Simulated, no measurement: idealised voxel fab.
Module name: voxel wiring stack (process module)
Cross-sectional view cut (width: 300 nm; square cell size: 5 nm).
A cross-section in this document is a grid of square cells, and it is written down as bands, the top band listed before the ones below it; a band is made up of one or more rows of cells. What a band's entry tells you: where the top is and where the bottom is, as heights in nm, and after that what lies inside, material by material from left to right, each with its width in nm. Empty space is written as the word "blank", and a single material marked with the word "edge to edge" occupies the band from edge to edge. Heights are reckoned from 0. Under this level, the received wafer is all of one material. The bottommost band is open-ended downward, for example "z 0 and below". You'd read "30..40" like this: the band's top row of cells is as wide as the first number, its bottom row is as wide as the second, and going down, every row changes width by the same amount as the row before did. Given "no alterations made" for a step, no cell of the cross-section differs between before and after that step. Empty spaces without an open route to the top, at least 8 cells in extent, make up the entry "Voids lacking openings"; each is given as width x height at distance, where the distance is measured from the left edge, and all are in nm. Heads up: the bit after the settings on a step's line is the simulator's remark on that step. A step's line can hold "overlay nm"; with a mask on that step, the setting says how far right of the planned place the mask lay, while a negative setting says it lay to the left.
Process steps (planned)
- 1: RECEIVE with material Si
- 2: CONFORMAL_DEP with material SiO2, thk nm 15
- 3: DIRECTIONAL_DEP with material TiN, thk nm 5
- 4: DIRECTIONAL_DEP with material Ru, thk nm 25
- 5: PATTERN with tone cover, mask id METAL_1, material resist, width nm 30, pitch nm 45, thk nm 20, overlay nm 0
- 6: DIRECTIONAL_ETCH with etch materials Ru, depth nm 25
- 7: DIRECTIONAL_ETCH with etch materials TiN, depth nm 5
- 8: STRIP with etch materials resist
- 9: CONFORMAL_DEP with material SiN, thk nm 5
- 10: FILL_DEP with material lowk, thk nm 10
- 11: CMP with height nm 45
- 12: CONFORMAL_DEP with material SiCN, thk nm 5
- 13: DIRECTIONAL_DEP with material lowk, thk nm 30
- 14: MASKED_ETCH with tone open, mask id METAL_2_HOLES, width nm 15, pitch nm 45, etch materials lowk, depth nm 30, overlay nm 0
- 15: MASKED_ETCH with tone open, mask id METAL_2, width nm 30, pitch nm 45, etch materials lowk, depth nm 15, overlay nm 0
- 16: MASKED_ETCH with tone open, mask id METAL_2, width nm 30, pitch nm 45, etch materials SiCN, depth nm 5, overlay nm 0
- 17: CONFORMAL_DEP with material TiN, thk nm 5
- 18: FILL_DEP with material Cu, thk nm 10
- 19: CMP with height nm 80
- 20: CONFORMAL_DEP with material SiCN, thk nm 5
- 21: DIRECTIONAL_DEP with material SiO2, thk nm 30
- 22: PATTERN with tone open, mask id METAL_3, material resist, width nm 20, pitch nm 45, thk nm 20, overlay nm 0
- 23: DIRECTIONAL_ETCH with etch materials SiO2, depth nm 15
- 24: STRIP with etch materials resist
- 25: MASKED_ETCH with tone open, mask id METAL_3_HOLES, width nm 15, pitch nm 45, etch materials SiO2, depth nm 15, overlay nm 0
- 26: MASKED_ETCH with tone open, mask id METAL_3_HOLES, width nm 15, pitch nm 45, etch materials SiCN, depth nm 5, overlay nm 0
- 27: CONFORMAL_DEP with material TiN, thk nm 5
- 28: FILL_DEP with material Cu, thk nm 10
- 29: CMP with height nm 115
- 30: CONFORMAL_DEP with material SiN, thk nm 5
For this document, wafers share an identical start and vary in the step 22 width nm; the plan quotes the first wafer's value.
Cross-section of the first of several received wafers, showing its state after step 1
  z 0 and below = Si edge to edge
  Voids lacking openings: none
Last step of the module is step 30; after it, the first of several wafers in cross-section
  z 120 to 115 = SiN edge to edge
  z 115 to 105 = SiO2: 65 / TiN: 5 / Cu: 15 / TiN: 5 / SiO2: 20 / TiN: 5 / Cu: 15 / TiN: 5 / SiO2: 20 / TiN: 5 / Cu: 15 / TiN: 5 / SiO2: 20 / TiN: 5 / Cu: 15 / TiN: 5 / SiO2: 75
  z 105 to 100 = SiO2: 65 / TiN: 25 / SiO2: 20 / TiN: 25 / SiO2: 20 / TiN: 25 / SiO2: 20 / TiN: 25 / SiO2: 75
  z 100 to 85 = SiO2: 70 / TiN: 10 / SiO2: 35 / TiN: 10 / SiO2: 35 / TiN: 10 / SiO2: 35 / TiN: 10 / SiO2: 85
  z 85 to 80 = SiCN: 70 / TiN: 10 / SiCN: 35 / TiN: 10 / SiCN: 35 / TiN: 10 / SiCN: 35 / TiN: 10 / SiCN: 85
  z 80 to 70 = lowk: 65 / TiN: 5 / Cu: 20 / TiN: 5 / lowk: 15 / TiN: 5 / Cu: 20 / TiN: 5 / lowk: 15 / TiN: 5 / Cu: 20 / TiN: 5 / lowk: 15 / TiN: 5 / Cu: 20 / TiN: 5 / lowk: 70
  z 70 to 65 = lowk: 65 / TiN: 5 / Cu: 5 / TiN: 20 / lowk: 15 / TiN: 5 / Cu: 5 / TiN: 20 / lowk: 15 / TiN: 5 / Cu: 5 / TiN: 20 / lowk: 15 / TiN: 5 / Cu: 5 / TiN: 20 / lowk: 70
  z 65 to 50 = lowk: 65 / TiN: 5 / Cu: 5 / TiN: 5 / lowk: 30 / TiN: 5 / Cu: 5 / TiN: 5 / lowk: 30 / TiN: 5 / Cu: 5 / TiN: 5 / lowk: 30 / TiN: 5 / Cu: 5 / TiN: 5 / lowk: 85
  z 50 to 45 = SiCN: 65 / TiN: 15 / SiCN: 30 / TiN: 15 / SiCN: 30 / TiN: 15 / SiCN: 30 / TiN: 15 / SiCN: 85
  z 45 to 20 = lowk: 60 / SiN: 5 / Ru: 30 / SiN: 5 / lowk: 5 / SiN: 5 / Ru: 30 / SiN: 5 / lowk: 5 / SiN: 5 / Ru: 30 / SiN: 5 / lowk: 5 / SiN: 5 / Ru: 30 / SiN: 5 / lowk: 65
  z 20 to 15 = SiN: 65 / TiN: 30 / SiN: 15 / TiN: 30 / SiN: 15 / TiN: 30 / SiN: 15 / TiN: 30 / SiN: 70
  z 15 to 0 = SiO2 edge to edge
  z 0 and below = Si edge to edge
  Voids lacking openings: none
Cross-sectional view, end of module, last wafer of several
  z 120 to 115 = SiN edge to edge
  z 115 to 105 = SiO2: 65 / TiN: 5 / Cu: 20 / TiN: 5 / SiO2: 15 / TiN: 5 / Cu: 20 / TiN: 5 / SiO2: 15 / TiN: 5 / Cu: 20 / TiN: 5 / SiO2: 15 / TiN: 5 / Cu: 20 / TiN: 5 / SiO2: 70
  z 105 to 100 = SiO2: 65 / TiN: 5 / Cu: 5 / TiN: 20 / SiO2: 15 / TiN: 5 / Cu: 5 / TiN: 20 / SiO2: 15 / TiN: 5 / Cu: 5 / TiN: 20 / SiO2: 15 / TiN: 5 / Cu: 5 / TiN: 20 / SiO2: 70
  z 100 to 85 = SiO2: 65 / TiN: 5 / Cu: 5 / TiN: 5 / SiO2: 30 / TiN: 5 / Cu: 5 / TiN: 5 / SiO2: 30 / TiN: 5 / Cu: 5 / TiN: 5 / SiO2: 30 / TiN: 5 / Cu: 5 / TiN: 5 / SiO2: 85
  z 85 to 80 = SiCN: 65 / TiN: 15 / SiCN: 30 / TiN: 15 / SiCN: 30 / TiN: 15 / SiCN: 30 / TiN: 15 / SiCN: 85
  z 80 to 70 = lowk: 65 / TiN: 5 / Cu: 20 / TiN: 5 / lowk: 15 / TiN: 5 / Cu: 20 / TiN: 5 / lowk: 15 / TiN: 5 / Cu: 20 / TiN: 5 / lowk: 15 / TiN: 5 / Cu: 20 / TiN: 5 / lowk: 70
  z 70 to 65 = lowk: 65 / TiN: 5 / Cu: 5 / TiN: 20 / lowk: 15 / TiN: 5 / Cu: 5 / TiN: 20 / lowk: 15 / TiN: 5 / Cu: 5 / TiN: 20 / lowk: 15 / TiN: 5 / Cu: 5 / TiN: 20 / lowk: 70
  z 65 to 50 = lowk: 65 / TiN: 5 / Cu: 5 / TiN: 5 / lowk: 30 / TiN: 5 / Cu: 5 / TiN: 5 / lowk: 30 / TiN: 5 / Cu: 5 / TiN: 5 / lowk: 30 / TiN: 5 / Cu: 5 / TiN: 5 / lowk: 85
  z 50 to 45 = SiCN: 65 / TiN: 15 / SiCN: 30 / TiN: 15 / SiCN: 30 / TiN: 15 / SiCN: 30 / TiN: 15 / SiCN: 85
  z 45 to 20 = lowk: 60 / SiN: 5 / Ru: 30 / SiN: 5 / lowk: 5 / SiN: 5 / Ru: 30 / SiN: 5 / lowk: 5 / SiN: 5 / Ru: 30 / SiN: 5 / lowk: 5 / SiN: 5 / Ru: 30 / SiN: 5 / lowk: 65
  z 20 to 15 = SiN: 65 / TiN: 30 / SiN: 15 / TiN: 30 / SiN: 15 / TiN: 30 / SiN: 15 / TiN: 30 / SiN: 70
  z 15 to 0 = SiO2 edge to edge
  z 0 and below = Si edge to edge
  Voids lacking openings: none
Take any row and you have a wafer at the end of the module: how many cells of each material it has gained (+) or lost (-) since it was received, and then its closed voids
width nm 20, +72 Cu, +120 Ru, +100 SiCN, +136 SiN, +456 SiO2, +164 TiN, +392 lowk, Voids lacking openings: none
width nm 25, +80 Cu, +120 Ru, +100 SiCN, +136 SiN, +444 SiO2, +168 TiN, +392 lowk, Voids lacking openings: none
width nm 30, +96 Cu, +120 Ru, +96 SiCN, +136 SiN, +432 SiO2, +168 TiN, +392 lowk, Voids lacking openings: none
